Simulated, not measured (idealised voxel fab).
Proc. module: voxel wiring stack
170 nm wide, 5 nm square cells: that's cross-section cut.
The cross-sections in this document take the form of a grid made of square cells. They are written out as bands, in order from top to bottom. Each band consists of one or more rows of cells. It is stipulated that each band's entry specify, in nanometres, the height of the top of the band and then that of its bottom, followed by the materials of the band in left-to-right sequence, each together with its width in nanometres. A single material marked by the word "all across" is understood to fill the band from edge to edge; the word "empty" is understood to denote empty space. Measure heights from 0. That's the level where, below it, the as-received wafer is all one material. The lowest band is bottomless and extends downward; write it as in "0 down". Quick explanation for "30 to 40": the width changes in equal steps down the rows of cells, from the first number in the band's top row to the second number in its bottom row. What does "everything unchanged" mean for a step? It means no cell of the cross-section changed in that step. Basically, "Voids lacking openings" tells you about the enclosed voids: empty spaces with no open way to the top, 8 cells or bigger, each written width x height at distance, where distance is from the left edge, all in nm. It should be noted that, on the line of a given step, the content following the step's settings is a remark produced by the simulator itself with respect to that step. overlay nm: step with mask; distance mask lay right of planned place; negative value = left of planned place.
Process steps - plan
1,RECEIVE with material Si
2,CONFORMAL_DEP with material SiO2, thk nm 15
3,DIRECTIONAL_DEP with material TiN, thk nm 5
4,DIRECTIONAL_DEP with material W, thk nm 15
5,DIRECTIONAL_DEP with material aC, thk nm 15
6,PATTERN with tone cover, mask id METAL_1, material resist, width nm 25, pitch nm 40, thk nm 35, overlay nm 0
7,DIRECTIONAL_ETCH with etch materials aC, depth nm 15
8,STRIP with etch materials resist
9,DIRECTIONAL_ETCH with etch materials W, depth nm 15
10,DIRECTIONAL_ETCH with etch materials TiN, depth nm 5
11,STRIP with etch materials aC
12,CONFORMAL_DEP with material SiN, thk nm 5
13,FILL_DEP with material SiO2, thk nm 5
14,CMP with height nm 35
15,CONFORMAL_DEP with material SiCN, thk nm 5
16,DIRECTIONAL_DEP with material SiO2, thk nm 25
17,DIRECTIONAL_DEP with material aC, thk nm 15
18,PATTERN with tone open, mask id METAL_2, material resist, width nm 25, pitch nm 40, thk nm 30, overlay nm 0
19,DIRECTIONAL_ETCH with etch materials aC, depth nm 15
20,STRIP with etch materials resist
21,DIRECTIONAL_ETCH with etch materials SiO2, depth nm 15
22,STRIP with etch materials aC
23,DIRECTIONAL_DEP with material aC, thk nm 10
24,PATTERN with tone open, mask id METAL_2_HOLES, material resist, width nm 15, pitch nm 80, thk nm 30, overlay nm 0
25,DIRECTIONAL_ETCH with etch materials aC, depth nm 10
26,STRIP with etch materials resist
27,DIRECTIONAL_ETCH with etch materials SiO2, depth nm 10
28,DIRECTIONAL_ETCH with etch materials SiCN, depth nm 5
29,STRIP with etch materials aC
30,CONFORMAL_DEP with material TiN, thk nm 5
31,FILL_DEP with material Cu, thk nm 5
32,CMP with height nm 65
33,CONFORMAL_DEP with material SiCN, thk nm 5
34,DIRECTIONAL_DEP with material lowk, thk nm 25
35,MASKED_ETCH with tone open, mask id METAL_3, width nm 25, pitch nm 40, etch materials lowk, depth nm 15, overlay nm 0
36,MASKED_ETCH with tone open, mask id METAL_3_HOLES, width nm 15, pitch nm 40, etch materials lowk, depth nm 10, overlay nm 0
37,MASKED_ETCH with tone open, mask id METAL_3_HOLES, width nm 15, pitch nm 40, etch materials SiCN, depth nm 5, overlay nm 0
38,CONFORMAL_DEP with material TiN, thk nm 5
39,FILL_DEP with material Cu, thk nm 10
40,CMP with height nm 95
41,CONFORMAL_DEP with material SiN, thk nm 5
Cross-sectional view of the wafer in its as-received condition, corresponding to the state after step 1
    0 down = Si all across
    Voids lacking openings: none
End-of-module cross-section of the first of two wafers, processed as planned
    100 to 95 = SiN all across
    95 to 85 = 30 nm lowk | 5 nm TiN | 15 nm Cu | 5 nm TiN | 15 nm lowk | 5 nm TiN | 15 nm Cu | 5 nm TiN | 15 nm lowk | 5 nm TiN | 15 nm Cu | 5 nm TiN | 35 nm lowk
    85 to 80 = 30 nm lowk | 5 nm TiN | 5 nm Cu | 15 nm TiN | 15 nm lowk | 5 nm TiN | 5 nm Cu | 15 nm TiN | 15 nm lowk | 5 nm TiN | 5 nm Cu | 15 nm TiN | 35 nm lowk
    80 to 70 = 30 nm lowk | 5 nm TiN | 5 nm Cu | 5 nm TiN | 25 nm lowk | 5 nm TiN | 5 nm Cu | 5 nm TiN | 25 nm lowk | 5 nm TiN | 5 nm Cu | 5 nm TiN | 45 nm lowk
    70 to 65 = 30 nm SiCN | 15 nm TiN | 25 nm SiCN | 15 nm TiN | 25 nm SiCN | 15 nm TiN | 45 nm SiCN
    65 to 55 = 30 nm SiO2 | 5 nm TiN | 15 nm Cu | 5 nm TiN | 15 nm SiO2 | 5 nm TiN | 15 nm Cu | 5 nm TiN | 15 nm SiO2 | 5 nm TiN | 15 nm Cu | 5 nm TiN | 35 nm SiO2
    55 to 50 = 30 nm SiO2 | 5 nm TiN | 5 nm Cu | 15 nm TiN | 15 nm SiO2 | 25 nm TiN | 15 nm SiO2 | 5 nm TiN | 5 nm Cu | 15 nm TiN | 35 nm SiO2
    50 to 40 = 30 nm SiO2 | 5 nm TiN | 5 nm Cu | 5 nm TiN | 65 nm SiO2 | 5 nm TiN | 5 nm Cu | 5 nm TiN | 45 nm SiO2
    40 to 35 = 30 nm SiCN | 15 nm TiN | 65 nm SiCN | 15 nm TiN | 45 nm SiCN
    35 to 20 = 25 nm SiO2 | 5 nm SiN | 25 nm W | 5 nm SiN | 5 nm SiO2 | 5 nm SiN | 25 nm W | 5 nm SiN | 5 nm SiO2 | 5 nm SiN | 25 nm W | 5 nm SiN | 30 nm SiO2
    20 to 15 = 30 nm SiN | 25 nm TiN | 15 nm SiN | 25 nm TiN | 15 nm SiN | 25 nm TiN | 35 nm SiN
    15 to 0 = SiO2 all across
    0 down = Si all across
    Voids lacking openings: none
Cross-section, second wafer: same start as the first, same plan as the first, one mistake in running it; taken at the end of the module
    115 to 110 = SiN all across
    110 to 100 = Cu all across
    100 to 95 = 35 nm TiN | 15 nm Cu | 25 nm TiN | 15 nm Cu | 25 nm TiN | 15 nm Cu | 40 nm TiN
    95 to 85 = 30 nm lowk | 5 nm TiN | 15 nm Cu | 5 nm TiN | 15 nm lowk | 5 nm TiN | 15 nm Cu | 5 nm TiN | 15 nm lowk | 5 nm TiN | 15 nm Cu | 5 nm TiN | 35 nm lowk
    85 to 80 = 30 nm lowk | 5 nm TiN | 5 nm Cu | 15 nm TiN | 15 nm lowk | 5 nm TiN | 5 nm Cu | 15 nm TiN | 15 nm lowk | 5 nm TiN | 5 nm Cu | 15 nm TiN | 35 nm lowk
    80 to 70 = 30 nm lowk | 5 nm TiN | 5 nm Cu | 5 nm TiN | 25 nm lowk | 5 nm TiN | 5 nm Cu | 5 nm TiN | 25 nm lowk | 5 nm TiN | 5 nm Cu | 5 nm TiN | 45 nm lowk
    70 to 65 = 30 nm SiCN | 15 nm TiN | 25 nm SiCN | 15 nm TiN | 25 nm SiCN | 15 nm TiN | 45 nm SiCN
    65 to 55 = 30 nm SiO2 | 5 nm TiN | 15 nm Cu | 5 nm TiN | 15 nm SiO2 | 5 nm TiN | 15 nm Cu | 5 nm TiN | 15 nm SiO2 | 5 nm TiN | 15 nm Cu | 5 nm TiN | 35 nm SiO2
    55 to 50 = 30 nm SiO2 | 5 nm TiN | 5 nm Cu | 15 nm TiN | 15 nm SiO2 | 25 nm TiN | 15 nm SiO2 | 5 nm TiN | 5 nm Cu | 15 nm TiN | 35 nm SiO2
    50 to 40 = 30 nm SiO2 | 5 nm TiN | 5 nm Cu | 5 nm TiN | 65 nm SiO2 | 5 nm TiN | 5 nm Cu | 5 nm TiN | 45 nm SiO2
    40 to 35 = 30 nm SiCN | 15 nm TiN | 65 nm SiCN | 15 nm TiN | 45 nm SiCN
    35 to 20 = 25 nm SiO2 | 5 nm SiN | 25 nm W | 5 nm SiN | 5 nm SiO2 | 5 nm SiN | 25 nm W | 5 nm SiN | 5 nm SiO2 | 5 nm SiN | 25 nm W | 5 nm SiN | 30 nm SiO2
    20 to 15 = 30 nm SiN | 25 nm TiN | 15 nm SiN | 25 nm TiN | 15 nm SiN | 25 nm TiN | 35 nm SiN
    15 to 0 = SiO2 all across
    0 down = Si all across
    Voids lacking openings: none
So what did we get wrong on this run? step 40 of the plan got skipped, so it never ran
Final difference in cells, second wafer against first, listed per material as more or fewer: 77 more of Cu; 25 more of TiN
